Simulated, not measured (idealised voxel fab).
Proc. module: voxel wiring stack
We display cut, a cross-section 250 nm in width whose square cells are each 5 nm.
A cross-section is written here as square cells arranged in a grid, and it is given in bands from the top down, each band taking up one or more rows of cells. Each band's line starts with the height of the band's top and of its bottom, in nm. Then come its materials from left to right, each with its width in nm. One material with "full width" fills the band from edge to edge. "air" is empty space. Convention: height 0 is the level below which the wafer, as received, is all one material. The lowest band does not terminate at the bottom but continues downward, represented as "from 0 down". The width entry "30..40" should be interpreted row by row: the top row of cells in the band takes the first number, the bottom row takes the second number, and the change between adjacent rows is uniform throughout. Basically "everything unchanged" means that step didn't change any cell in the cross-section. The label "Cavities, closed" introduces a list of the empty spaces, 8 cells or larger, that have no open way up to the top; each entry in it reads width x height at distance, where the distance is taken from the left edge and all three are stated in nm. It should be noted that, on the line of a given step, the content following the step's settings is a remark produced by the simulator itself with respect to that step. You can add "overlay nm" to a step's line. For a step with a mask, it describes how far the mask lay to the right of its planned position, and a negative number describes a lay to the left.
This section lists the process steps that were planned:
- 1: RECEIVE, material Si
- 2: CONFORMAL_DEP, material SiO2, thk nm 10
- 3: CONFORMAL_DEP, material SiN, thk nm 5
- 4: DIRECTIONAL_DEP, material lowk, thk nm 20
- 5: DIRECTIONAL_DEP, material aC, thk nm 15
- 6: PATTERN, tone open, mask id METAL_1, material resist, width nm 25, pitch nm 50, thk nm 30, overlay nm 0
- 7: DIRECTIONAL_ETCH, etch materials aC, depth nm 15
- 8: STRIP, etch materials resist
- 9: DIRECTIONAL_ETCH, etch materials lowk, depth nm 20
- 10: DIRECTIONAL_ETCH, etch materials SiN, depth nm 5
- 11: STRIP, etch materials aC
- 12: CONFORMAL_DEP, material TiN, thk nm 5
- 13: FILL_DEP, material Cu, thk nm 5
- 14: CMP, height nm 35
- 15: CONFORMAL_DEP, material SiCN, thk nm 5
- 16: DIRECTIONAL_DEP, material lowk, thk nm 25
- 17: DIRECTIONAL_DEP, material aC, thk nm 15
- 18: PATTERN, tone open, mask id METAL_2_HOLES, material resist, width nm 15, pitch nm 100, thk nm 35, overlay nm 0
- 19: DIRECTIONAL_ETCH, etch materials aC, depth nm 15
- 20: STRIP, etch materials resist
- 21: DIRECTIONAL_ETCH, etch materials lowk, depth nm 25
- 22: STRIP, etch materials aC
- 23: PATTERN, tone open, mask id METAL_2, material resist, width nm 25, pitch nm 50, thk nm 15, overlay nm 0
- 24: DIRECTIONAL_ETCH, etch materials lowk, depth nm 15
- 25: DIRECTIONAL_ETCH, etch materials SiCN, depth nm 5
- 26: STRIP, etch materials resist
- 27: CONFORMAL_DEP, material TiN, thk nm 5
- 28: FILL_DEP, material Ru, thk nm 5
- 29: CMP, height nm 65
- 30: CONFORMAL_DEP, material SiCN, thk nm 5
- 31: DIRECTIONAL_DEP, material lowk, thk nm 35
- 32: DIRECTIONAL_DEP, material aC, thk nm 15
- 33: PATTERN, tone open, mask id METAL_3, material resist, width nm 25, pitch nm 50, thk nm 30, overlay nm 0
- 34: DIRECTIONAL_ETCH, etch materials aC, depth nm 15
- 35: STRIP, etch materials resist
- 36: DIRECTIONAL_ETCH, etch materials lowk, depth nm 20
- 37: STRIP, etch materials aC
- 38: MASKED_ETCH, tone open, mask id METAL_3_HOLES, width nm 15, pitch nm 100, etch materials lowk, depth nm 15, overlay nm 0
- 39: MASKED_ETCH, tone open, mask id METAL_3_HOLES, width nm 15, pitch nm 100, etch materials SiCN, depth nm 5, overlay nm 0
- 40: CONFORMAL_DEP, material TiN, thk nm 5
- 41: FILL_DEP, material Cu, thk nm 10
- 42: CMP, height nm 105
- 43: CONFORMAL_DEP, material SiCN, thk nm 5
- 44: DIRECTIONAL_DEP, material SiO2, thk nm 35
- 45: PATTERN, tone open, mask id METAL_4, material resist, width nm 25, pitch nm 50, thk nm 20, overlay nm 0
- 46: DIRECTIONAL_ETCH, etch materials SiO2, depth nm 20
- 47: STRIP, etch materials resist
- 48: MASKED_ETCH, tone open, mask id METAL_4_HOLES, width nm 15, pitch nm 50, etch materials SiO2, depth nm 15, overlay nm 0
- 49: MASKED_ETCH, tone open, mask id METAL_4_HOLES, width nm 15, pitch nm 50, etch materials SiCN, depth nm 5, overlay nm 0
- 50: CONFORMAL_DEP, material TiN, thk nm 5
- 51: FILL_DEP, material Cu, thk nm 10
- 52: CMP, height nm 145
- 53: CONFORMAL_DEP, material SiCN, thk nm 5
On the first of the two wafers: run conducted according to plan:
Cross-section of the wafer as it came to us, i.e., already through step 1:
  from 0 down = Si full width
  Cavities, closed: none
Wafer xsec, post step 2:
  from 10 to 0 = SiO2 full width
  below 0: unchanged
Wafer xsec, post step 3:
  from 15 to 10 = SiN full width
  below 10: unchanged
Wafer xsec, post step 4:
  from 35 to 15 = lowk full width
  below 15: unchanged
Wafer xsec, post step 5:
  from 50 to 35 = aC full width
  below 35: unchanged
Wafer xsec, post step 6:
  from 80 to 50 = resist 35 nm; air 25 nm; resist 25 nm; air 25 nm; resist 25 nm; air 25 nm; resist 25 nm; air 25 nm; resist 40 nm
  below 50: unchanged
Wafer xsec, post step 7:
  from 65 to 50 = resist 35 nm; air 25 nm; resist 25 nm; air 25 nm; resist 25 nm; air 25 nm; resist 25 nm; air 25 nm; resist 40 nm
  from 50 to 35 = aC 35 nm; air 25 nm; aC 25 nm; air 25 nm; aC 25 nm; air 25 nm; aC 25 nm; air 25 nm; aC 40 nm
  below 35: unchanged
Wafer xsec, post step 8:
  from 50 to 35 = aC 35 nm; air 25 nm; aC 25 nm; air 25 nm; aC 25 nm; air 25 nm; aC 25 nm; air 25 nm; aC 40 nm
  below 35: unchanged
Wafer xsec, post step 9:
  from 50 to 35 = aC 35 nm; air 25 nm; aC 25 nm; air 25 nm; aC 25 nm; air 25 nm; aC 25 nm; air 25 nm; aC 40 nm
  from 35 to 15 = lowk 35 nm; air 25 nm; lowk 25 nm; air 25 nm; lowk 25 nm; air 25 nm; lowk 25 nm; air 25 nm; lowk 40 nm
  below 15: unchanged
Wafer xsec, post step 10:
  from 50 to 35 = aC 35 nm; air 25 nm; aC 25 nm; air 25 nm; aC 25 nm; air 25 nm; aC 25 nm; air 25 nm; aC 40 nm
  from 35 to 15 = lowk 35 nm; air 25 nm; lowk 25 nm; air 25 nm; lowk 25 nm; air 25 nm; lowk 25 nm; air 25 nm; lowk 40 nm
  from 15 to 10 = SiN 35 nm; air 25 nm; SiN 25 nm; air 25 nm; SiN 25 nm; air 25 nm; SiN 25 nm; air 25 nm; SiN 40 nm
  below 10: unchanged
Wafer xsec, post step 11:
  from 35 to 15 = lowk 35 nm; air 25 nm; lowk 25 nm; air 25 nm; lowk 25 nm; air 25 nm; lowk 25 nm; air 25 nm; lowk 40 nm
  below 15: unchanged
Wafer xsec, post step 12:
  from 40 to 35 = TiN 40 nm; air 15 nm; TiN 35 nm; air 15 nm; TiN 35 nm; air 15 nm; TiN 35 nm; air 15 nm; TiN 45 nm
  from 35 to 15 = lowk 35 nm; TiN 5 nm; air 15 nm; TiN 5 nm; lowk 25 nm; TiN 5 nm; air 15 nm; TiN 5 nm; lowk 25 nm; TiN 5 nm; air 15 nm; TiN 5 nm; lowk 25 nm; TiN 5 nm; air 15 nm; TiN 5 nm; lowk 40 nm
  from 15 to 10 = SiN 35 nm; TiN 25 nm; SiN 25 nm; TiN 25 nm; SiN 25 nm; TiN 25 nm; SiN 25 nm; TiN 25 nm; SiN 40 nm
  below 10: unchanged
Wafer xsec, post step 13:
  from 45 to 40 = Cu full width
  from 40 to 35 = TiN 40 nm; Cu 15 nm; TiN 35 nm; Cu 15 nm; TiN 35 nm; Cu 15 nm; TiN 35 nm; Cu 15 nm; TiN 45 nm
  from 35 to 15 = lowk 35 nm; TiN 5 nm; Cu 15 nm; TiN 5 nm; lowk 25 nm; TiN 5 nm; Cu 15 nm; TiN 5 nm; lowk 25 nm; TiN 5 nm; Cu 15 nm; TiN 5 nm; lowk 25 nm; TiN 5 nm; Cu 15 nm; TiN 5 nm; lowk 40 nm
  below 15: unchanged
Wafer xsec, post step 14:
  from 35 to 15 = lowk 35 nm; TiN 5 nm; Cu 15 nm; TiN 5 nm; lowk 25 nm; TiN 5 nm; Cu 15 nm; TiN 5 nm; lowk 25 nm; TiN 5 nm; Cu 15 nm; TiN 5 nm; lowk 25 nm; TiN 5 nm; Cu 15 nm; TiN 5 nm; lowk 40 nm
  below 15: unchanged
Wafer xsec, post step 15:
  from 40 to 35 = SiCN full width
  below 35: unchanged
Wafer xsec, post step 16:
  from 65 to 40 = lowk full width
  below 40: unchanged
Wafer xsec, post step 17:
  from 80 to 65 = aC full width
  below 65: unchanged
Wafer xsec, post step 18:
  from 115 to 80 = resist 35 nm; air 15 nm; resist 85 nm; air 15 nm; resist 100 nm
  below 80: unchanged
Wafer xsec, post step 19:
  from 100 to 80 = resist 35 nm; air 15 nm; resist 85 nm; air 15 nm; resist 100 nm
  from 80 to 65 = aC 35 nm; air 15 nm; aC 85 nm; air 15 nm; aC 100 nm
  below 65: unchanged
Wafer xsec, post step 20:
  from 80 to 65 = aC 35 nm; air 15 nm; aC 85 nm; air 15 nm; aC 100 nm
  below 65: unchanged
Wafer xsec, post step 21:
  from 80 to 65 = aC 35 nm; air 15 nm; aC 85 nm; air 15 nm; aC 100 nm
  from 65 to 40 = lowk 35 nm; air 15 nm; lowk 85 nm; air 15 nm; lowk 100 nm
  below 40: unchanged
Wafer xsec, post step 22:
  from 65 to 40 = lowk 35 nm; air 15 nm; lowk 85 nm; air 15 nm; lowk 100 nm
  below 40: unchanged
Wafer xsec, post step 23:
  from 80 to 65 = resist 35 nm; air 25 nm; resist 25 nm; air 25 nm; resist 25 nm; air 25 nm; resist 25 nm; air 25 nm; resist 40 nm
  below 65: unchanged
Wafer xsec, post step 24:
  from 80 to 65 = resist 35 nm; air 25 nm; resist 25 nm; air 25 nm; resist 25 nm; air 25 nm; resist 25 nm; air 25 nm; resist 40 nm
  from 65 to 50 = lowk 35 nm; air 25 nm; lowk 25 nm; air 25 nm; lowk 25 nm; air 25 nm; lowk 25 nm; air 25 nm; lowk 40 nm
  below 50: unchanged
Wafer xsec, post step 25:
  from 80 to 65 = resist 35 nm; air 25 nm; resist 25 nm; air 25 nm; resist 25 nm; air 25 nm; resist 25 nm; air 25 nm; resist 40 nm
  from 65 to 50 = lowk 35 nm; air 25 nm; lowk 25 nm; air 25 nm; lowk 25 nm; air 25 nm; lowk 25 nm; air 25 nm; lowk 40 nm
  from 50 to 40 = lowk 35 nm; air 15 nm; lowk 85 nm; air 15 nm; lowk 100 nm
  from 40 to 35 = SiCN 35 nm; air 15 nm; SiCN 85 nm; air 15 nm; SiCN 100 nm
  below 35: unchanged
Wafer xsec, post step 26:
  from 65 to 50 = lowk 35 nm; air 25 nm; lowk 25 nm; air 25 nm; lowk 25 nm; air 25 nm; lowk 25 nm; air 25 nm; lowk 40 nm
  below 50: unchanged
Wafer xsec, post step 27:
  from 70 to 65 = TiN 40 nm; air 15 nm; TiN 35 nm; air 15 nm; TiN 35 nm; air 15 nm; TiN 35 nm; air 15 nm; TiN 45 nm
  from 65 to 55 = lowk 35 nm; TiN 5 nm; air 15 nm; TiN 5 nm; lowk 25 nm; TiN 5 nm; air 15 nm; TiN 5 nm; lowk 25 nm; TiN 5 nm; air 15 nm; TiN 5 nm; lowk 25 nm; TiN 5 nm; air 15 nm; TiN 5 nm; lowk 40 nm
  from 55 to 50 = lowk 35 nm; TiN 5 nm; air 5 nm; TiN 15 nm; lowk 25 nm; TiN 25 nm; lowk 25 nm; TiN 5 nm; air 5 nm; TiN 15 nm; lowk 25 nm; TiN 25 nm; lowk 40 nm
  from 50 to 40 = lowk 35 nm; TiN 5 nm; air 5 nm; TiN 5 nm; lowk 85 nm; TiN 5 nm; air 5 nm; TiN 5 nm; lowk 100 nm
  from 40 to 35 = SiCN 35 nm; TiN 15 nm; SiCN 85 nm; TiN 15 nm; SiCN 100 nm
  below 35: unchanged
Wafer xsec, post step 28:
  from 75 to 70 = Ru full width
  from 70 to 65 = TiN 40 nm; Ru 15 nm; TiN 35 nm; Ru 15 nm; TiN 35 nm; Ru 15 nm; TiN 35 nm; Ru 15 nm; TiN 45 nm
  from 65 to 55 = lowk 35 nm; TiN 5 nm; Ru 15 nm; TiN 5 nm; lowk 25 nm; TiN 5 nm; Ru 15 nm; TiN 5 nm; lowk 25 nm; TiN 5 nm; Ru 15 nm; TiN 5 nm; lowk 25 nm; TiN 5 nm; Ru 15 nm; TiN 5 nm; lowk 40 nm
  from 55 to 50 = lowk 35 nm; TiN 5 nm; Ru 5 nm; TiN 15 nm; lowk 25 nm; TiN 25 nm; lowk 25 nm; TiN 5 nm; Ru 5 nm; TiN 15 nm; lowk 25 nm; TiN 25 nm; lowk 40 nm
  from 50 to 40 = lowk 35 nm; TiN 5 nm; Ru 5 nm; TiN 5 nm; lowk 85 nm; TiN 5 nm; Ru 5 nm; TiN 5 nm; lowk 100 nm
  below 40: unchanged
Wafer xsec, post step 29:
  from 65 to 55 = lowk 35 nm; TiN 5 nm; Ru 15 nm; TiN 5 nm; lowk 25 nm; TiN 5 nm; Ru 15 nm; TiN 5 nm; lowk 25 nm; TiN 5 nm; Ru 15 nm; TiN 5 nm; lowk 25 nm; TiN 5 nm; Ru 15 nm; TiN 5 nm; lowk 40 nm
  below 55: unchanged
Wafer xsec, post step 30:
  from 70 to 65 = SiCN full width
  below 65: unchanged
Wafer xsec, post step 31:
  from 105 to 70 = lowk full width
  below 70: unchanged
Wafer xsec, post step 32:
  from 120 to 105 = aC full width
  below 105: unchanged
Wafer xsec, post step 33:
  from 150 to 120 = resist 35 nm; air 25 nm; resist 25 nm; air 25 nm; resist 25 nm; air 25 nm; resist 25 nm; air 25 nm; resist 40 nm
  below 120: unchanged
Wafer xsec, post step 34:
  from 135 to 120 = resist 35 nm; air 25 nm; resist 25 nm; air 25 nm; resist 25 nm; air 25 nm; resist 25 nm; air 25 nm; resist 40 nm
  from 120 to 105 = aC 35 nm; air 25 nm; aC 25 nm; air 25 nm; aC 25 nm; air 25 nm; aC 25 nm; air 25 nm; aC 40 nm
  below 105: unchanged
Wafer xsec, post step 35:
  from 120 to 105 = aC 35 nm; air 25 nm; aC 25 nm; air 25 nm; aC 25 nm; air 25 nm; aC 25 nm; air 25 nm; aC 40 nm
  below 105: unchanged
Wafer xsec, post step 36:
  from 120 to 105 = aC 35 nm; air 25 nm; aC 25 nm; air 25 nm; aC 25 nm; air 25 nm; aC 25 nm; air 25 nm; aC 40 nm
  from 105 to 85 = lowk 35 nm; air 25 nm; lowk 25 nm; air 25 nm; lowk 25 nm; air 25 nm; lowk 25 nm; air 25 nm; lowk 40 nm
  below 85: unchanged
Wafer xsec, post step 37:
  from 105 to 85 = lowk 35 nm; air 25 nm; lowk 25 nm; air 25 nm; lowk 25 nm; air 25 nm; lowk 25 nm; air 25 nm; lowk 40 nm
  below 85: unchanged
Wafer xsec, post step 38:
  from 105 to 85 = lowk 35 nm; air 25 nm; lowk 25 nm; air 25 nm; lowk 25 nm; air 25 nm; lowk 25 nm; air 25 nm; lowk 40 nm
  from 85 to 70 = lowk 35 nm; air 15 nm; lowk 85 nm; air 15 nm; lowk 100 nm
  below 70: unchanged
Wafer xsec, post step 39:
  from 105 to 85 = lowk 35 nm; air 25 nm; lowk 25 nm; air 25 nm; lowk 25 nm; air 25 nm; lowk 25 nm; air 25 nm; lowk 40 nm
  from 85 to 70 = lowk 35 nm; air 15 nm; lowk 85 nm; air 15 nm; lowk 100 nm
  from 70 to 65 = SiCN 35 nm; air 15 nm; SiCN 85 nm; air 15 nm; SiCN 100 nm
  below 65: unchanged
Wafer xsec, post step 40:
  from 110 to 105 = TiN 40 nm; air 15 nm; TiN 35 nm; air 15 nm; TiN 35 nm; air 15 nm; TiN 35 nm; air 15 nm; TiN 45 nm
  from 105 to 90 = lowk 35 nm; TiN 5 nm; air 15 nm; TiN 5 nm; lowk 25 nm; TiN 5 nm; air 15 nm; TiN 5 nm; lowk 25 nm; TiN 5 nm; air 15 nm; TiN 5 nm; lowk 25 nm; TiN 5 nm; air 15 nm; TiN 5 nm; lowk 40 nm
  from 90 to 85 = lowk 35 nm; TiN 5 nm; air 5 nm; TiN 15 nm; lowk 25 nm; TiN 25 nm; lowk 25 nm; TiN 5 nm; air 5 nm; TiN 15 nm; lowk 25 nm; TiN 25 nm; lowk 40 nm
  from 85 to 70 = lowk 35 nm; TiN 5 nm; air 5 nm; TiN 5 nm; lowk 85 nm; TiN 5 nm; air 5 nm; TiN 5 nm; lowk 100 nm
  from 70 to 65 = SiCN 35 nm; TiN 15 nm; SiCN 85 nm; TiN 15 nm; SiCN 100 nm
  below 65: unchanged
Wafer xsec, post step 41:
  from 120 to 110 = Cu full width
  from 110 to 105 = TiN 40 nm; Cu 15 nm; TiN 35 nm; Cu 15 nm; TiN 35 nm; Cu 15 nm; TiN 35 nm; Cu 15 nm; TiN 45 nm
  from 105 to 90 = lowk 35 nm; TiN 5 nm; Cu 15 nm; TiN 5 nm; lowk 25 nm; TiN 5 nm; Cu 15 nm; TiN 5 nm; lowk 25 nm; TiN 5 nm; Cu 15 nm; TiN 5 nm; lowk 25 nm; TiN 5 nm; Cu 15 nm; TiN 5 nm; lowk 40 nm
  from 90 to 85 = lowk 35 nm; TiN 5 nm; Cu 5 nm; TiN 15 nm; lowk 25 nm; TiN 25 nm; lowk 25 nm; TiN 5 nm; Cu 5 nm; TiN 15 nm; lowk 25 nm; TiN 25 nm; lowk 40 nm
  from 85 to 70 = lowk 35 nm; TiN 5 nm; Cu 5 nm; TiN 5 nm; lowk 85 nm; TiN 5 nm; Cu 5 nm; TiN 5 nm; lowk 100 nm
  below 70: unchanged
Wafer xsec, post step 42:
  from 105 to 90 = lowk 35 nm; TiN 5 nm; Cu 15 nm; TiN 5 nm; lowk 25 nm; TiN 5 nm; Cu 15 nm; TiN 5 nm; lowk 25 nm; TiN 5 nm; Cu 15 nm; TiN 5 nm; lowk 25 nm; TiN 5 nm; Cu 15 nm; TiN 5 nm; lowk 40 nm
  below 90: unchanged
Wafer xsec, post step 43:
  from 110 to 105 = SiCN full width
  below 105: unchanged
Wafer xsec, post step 44:
  from 145 to 110 = SiO2 full width
  below 110: unchanged
Wafer xsec, post step 45:
  from 165 to 145 = resist 35 nm; air 25 nm; resist 25 nm; air 25 nm; resist 25 nm; air 25 nm; resist 25 nm; air 25 nm; resist 40 nm
  below 145: unchanged
Wafer xsec, post step 46:
  from 165 to 145 = resist 35 nm; air 25 nm; resist 25 nm; air 25 nm; resist 25 nm; air 25 nm; resist 25 nm; air 25 nm; resist 40 nm
  from 145 to 125 = SiO2 35 nm; air 25 nm; SiO2 25 nm; air 25 nm; SiO2 25 nm; air 25 nm; SiO2 25 nm; air 25 nm; SiO2 40 nm
  below 125: unchanged
Wafer xsec, post step 47:
  from 145 to 125 = SiO2 35 nm; air 25 nm; SiO2 25 nm; air 25 nm; SiO2 25 nm; air 25 nm; SiO2 25 nm; air 25 nm; SiO2 40 nm
  below 125: unchanged
Wafer xsec, post step 48:
  from 145 to 125 = SiO2 35 nm; air 25 nm; SiO2 25 nm; air 25 nm; SiO2 25 nm; air 25 nm; SiO2 25 nm; air 25 nm; SiO2 40 nm
  from 125 to 110 = SiO2 35 nm; air 15 nm; SiO2 35 nm; air 15 nm; SiO2 35 nm; air 15 nm; SiO2 35 nm; air 15 nm; SiO2 50 nm
  below 110: unchanged
Wafer xsec, post step 49:
  from 145 to 125 = SiO2 35 nm; air 25 nm; SiO2 25 nm; air 25 nm; SiO2 25 nm; air 25 nm; SiO2 25 nm; air 25 nm; SiO2 40 nm
  from 125 to 110 = SiO2 35 nm; air 15 nm; SiO2 35 nm; air 15 nm; SiO2 35 nm; air 15 nm; SiO2 35 nm; air 15 nm; SiO2 50 nm
  from 110 to 105 = SiCN 35 nm; air 15 nm; SiCN 35 nm; air 15 nm; SiCN 35 nm; air 15 nm; SiCN 35 nm; air 15 nm; SiCN 50 nm
  below 105: unchanged
Wafer xsec, post step 50:
  from 150 to 145 = TiN 40 nm; air 15 nm; TiN 35 nm; air 15 nm; TiN 35 nm; air 15 nm; TiN 35 nm; air 15 nm; TiN 45 nm
  from 145 to 130 = SiO2 35 nm; TiN 5 nm; air 15 nm; TiN 5 nm; SiO2 25 nm; TiN 5 nm; air 15 nm; TiN 5 nm; SiO2 25 nm; TiN 5 nm; air 15 nm; TiN 5 nm; SiO2 25 nm; TiN 5 nm; air 15 nm; TiN 5 nm; SiO2 40 nm
  from 130 to 125 = SiO2 35 nm; TiN 5 nm; air 5 nm; TiN 15 nm; SiO2 25 nm; TiN 5 nm; air 5 nm; TiN 15 nm; SiO2 25 nm; TiN 5 nm; air 5 nm; TiN 15 nm; SiO2 25 nm; TiN 5 nm; air 5 nm; TiN 15 nm; SiO2 40 nm
  from 125 to 110 = SiO2 35 nm; TiN 5 nm; air 5 nm; TiN 5 nm; SiO2 35 nm; TiN 5 nm; air 5 nm; TiN 5 nm; SiO2 35 nm; TiN 5 nm; air 5 nm; TiN 5 nm; SiO2 35 nm; TiN 5 nm; air 5 nm; TiN 5 nm; SiO2 50 nm
  from 110 to 105 = SiCN 35 nm; TiN 15 nm; SiCN 35 nm; TiN 15 nm; SiCN 35 nm; TiN 15 nm; SiCN 35 nm; TiN 15 nm; SiCN 50 nm
  below 105: unchanged
Wafer xsec, post step 51:
  from 160 to 150 = Cu full width
  from 150 to 145 = TiN 40 nm; Cu 15 nm; TiN 35 nm; Cu 15 nm; TiN 35 nm; Cu 15 nm; TiN 35 nm; Cu 15 nm; TiN 45 nm
  from 145 to 130 = SiO2 35 nm; TiN 5 nm; Cu 15 nm; TiN 5 nm; SiO2 25 nm; TiN 5 nm; Cu 15 nm; TiN 5 nm; SiO2 25 nm; TiN 5 nm; Cu 15 nm; TiN 5 nm; SiO2 25 nm; TiN 5 nm; Cu 15 nm; TiN 5 nm; SiO2 40 nm
  from 130 to 125 = SiO2 35 nm; TiN 5 nm; Cu 5 nm; TiN 15 nm; SiO2 25 nm; TiN 5 nm; Cu 5 nm; TiN 15 nm; SiO2 25 nm; TiN 5 nm; Cu 5 nm; TiN 15 nm; SiO2 25 nm; TiN 5 nm; Cu 5 nm; TiN 15 nm; SiO2 40 nm
  from 125 to 110 = SiO2 35 nm; TiN 5 nm; Cu 5 nm; TiN 5 nm; SiO2 35 nm; TiN 5 nm; Cu 5 nm; TiN 5 nm; SiO2 35 nm; TiN 5 nm; Cu 5 nm; TiN 5 nm; SiO2 35 nm; TiN 5 nm; Cu 5 nm; TiN 5 nm; SiO2 50 nm
  below 110: unchanged
Wafer xsec, post step 52:
  from 145 to 130 = SiO2 35 nm; TiN 5 nm; Cu 15 nm; TiN 5 nm; SiO2 25 nm; TiN 5 nm; Cu 15 nm; TiN 5 nm; SiO2 25 nm; TiN 5 nm; Cu 15 nm; TiN 5 nm; SiO2 25 nm; TiN 5 nm; Cu 15 nm; TiN 5 nm; SiO2 40 nm
  below 130: unchanged
Wafer xsec, post step 53:
  from 150 to 145 = SiCN full width
  below 145: unchanged
Okay, second wafer. Nothing different at the start, nothing different in the plan, just one mistake somewhere in the running. As far as step 43, counting that step, it's the first wafer all over again:
X-section, second wafer, when step 44 was due to finish:
  from 135 to 110 = SiO2 full width
  below 110: unchanged
X-section, second wafer, when step 45 was due to finish:
  from 155 to 135 = resist 35 nm; air 25 nm; resist 25 nm; air 25 nm; resist 25 nm; air 25 nm; resist 25 nm; air 25 nm; resist 40 nm
  below 135: unchanged
X-section, second wafer, when step 46 was due to finish:
  from 155 to 135 = resist 35 nm; air 25 nm; resist 25 nm; air 25 nm; resist 25 nm; air 25 nm; resist 25 nm; air 25 nm; resist 40 nm
  from 135 to 115 = SiO2 35 nm; air 25 nm; SiO2 25 nm; air 25 nm; SiO2 25 nm; air 25 nm; SiO2 25 nm; air 25 nm; SiO2 40 nm
  below 115: unchanged
X-section, second wafer, when step 47 was due to finish:
  from 135 to 115 = SiO2 35 nm; air 25 nm; SiO2 25 nm; air 25 nm; SiO2 25 nm; air 25 nm; SiO2 25 nm; air 25 nm; SiO2 40 nm
  below 115: unchanged
X-section, second wafer, when step 48 was due to finish:
  from 135 to 115 = SiO2 35 nm; air 25 nm; SiO2 25 nm; air 25 nm; SiO2 25 nm; air 25 nm; SiO2 25 nm; air 25 nm; SiO2 40 nm
  from 115 to 110 = SiO2 35 nm; air 15 nm; SiO2 35 nm; air 15 nm; SiO2 35 nm; air 15 nm; SiO2 35 nm; air 15 nm; SiO2 50 nm
  below 110: unchanged
X-section, second wafer, when step 49 was due to finish:
  from 135 to 115 = SiO2 35 nm; air 25 nm; SiO2 25 nm; air 25 nm; SiO2 25 nm; air 25 nm; SiO2 25 nm; air 25 nm; SiO2 40 nm
  from 115 to 110 = SiO2 35 nm; air 15 nm; SiO2 35 nm; air 15 nm; SiO2 35 nm; air 15 nm; SiO2 35 nm; air 15 nm; SiO2 50 nm
  from 110 to 105 = SiCN 35 nm; air 15 nm; SiCN 35 nm; air 15 nm; SiCN 35 nm; air 15 nm; SiCN 35 nm; air 15 nm; SiCN 50 nm
  below 105: unchanged
X-section, second wafer, when step 50 was due to finish:
  from 140 to 135 = TiN 40 nm; air 15 nm; TiN 35 nm; air 15 nm; TiN 35 nm; air 15 nm; TiN 35 nm; air 15 nm; TiN 45 nm
  from 135 to 120 = SiO2 35 nm; TiN 5 nm; air 15 nm; TiN 5 nm; SiO2 25 nm; TiN 5 nm; air 15 nm; TiN 5 nm; SiO2 25 nm; TiN 5 nm; air 15 nm; TiN 5 nm; SiO2 25 nm; TiN 5 nm; air 15 nm; TiN 5 nm; SiO2 40 nm
  from 120 to 110 = SiO2 35 nm; TiN 5 nm; air 5 nm; TiN 15..5 nm; SiO2 25..35 nm; TiN 5 nm; air 5 nm; TiN 15..5 nm; SiO2 25..35 nm; TiN 5 nm; air 5 nm; TiN 15..5 nm; SiO2 25..35 nm; TiN 5 nm; air 5 nm; TiN 15..5 nm; SiO2 40..50 nm
  from 110 to 105 = SiCN 35 nm; TiN 15 nm; SiCN 35 nm; TiN 15 nm; SiCN 35 nm; TiN 15 nm; SiCN 35 nm; TiN 15 nm; SiCN 50 nm
  below 105: unchanged
X-section, second wafer, when step 51 was due to finish:
  from 150 to 140 = Cu full width
  from 140 to 135 = TiN 40 nm; Cu 15 nm; TiN 35 nm; Cu 15 nm; TiN 35 nm; Cu 15 nm; TiN 35 nm; Cu 15 nm; TiN 45 nm
  from 135 to 120 = SiO2 35 nm; TiN 5 nm; Cu 15 nm; TiN 5 nm; SiO2 25 nm; TiN 5 nm; Cu 15 nm; TiN 5 nm; SiO2 25 nm; TiN 5 nm; Cu 15 nm; TiN 5 nm; SiO2 25 nm; TiN 5 nm; Cu 15 nm; TiN 5 nm; SiO2 40 nm
  from 120 to 110 = SiO2 35 nm; TiN 5 nm; Cu 5 nm; TiN 15..5 nm; SiO2 25..35 nm; TiN 5 nm; Cu 5 nm; TiN 15..5 nm; SiO2 25..35 nm; TiN 5 nm; Cu 5 nm; TiN 15..5 nm; SiO2 25..35 nm; TiN 5 nm; Cu 5 nm; TiN 15..5 nm; SiO2 40..50 nm
  below 110: unchanged
X-section, second wafer, when step 52 was due to finish:
  from 145 to 140 = Cu full width
  below 140: unchanged
X-section, second wafer, when step 53 was due to finish:
  from 150 to 145 = SiCN full width
  below 145: unchanged
The mistake made against the process plan was this: in deviation from the planned setting, step 44 was conducted as DIRECTIONAL_DEP, material SiO2, thk nm 25
Final comparison by cell count, materials where the second wafer has more or fewer than the first: 54 more of Cu, 76 fewer of SiO2, 22 more of TiN
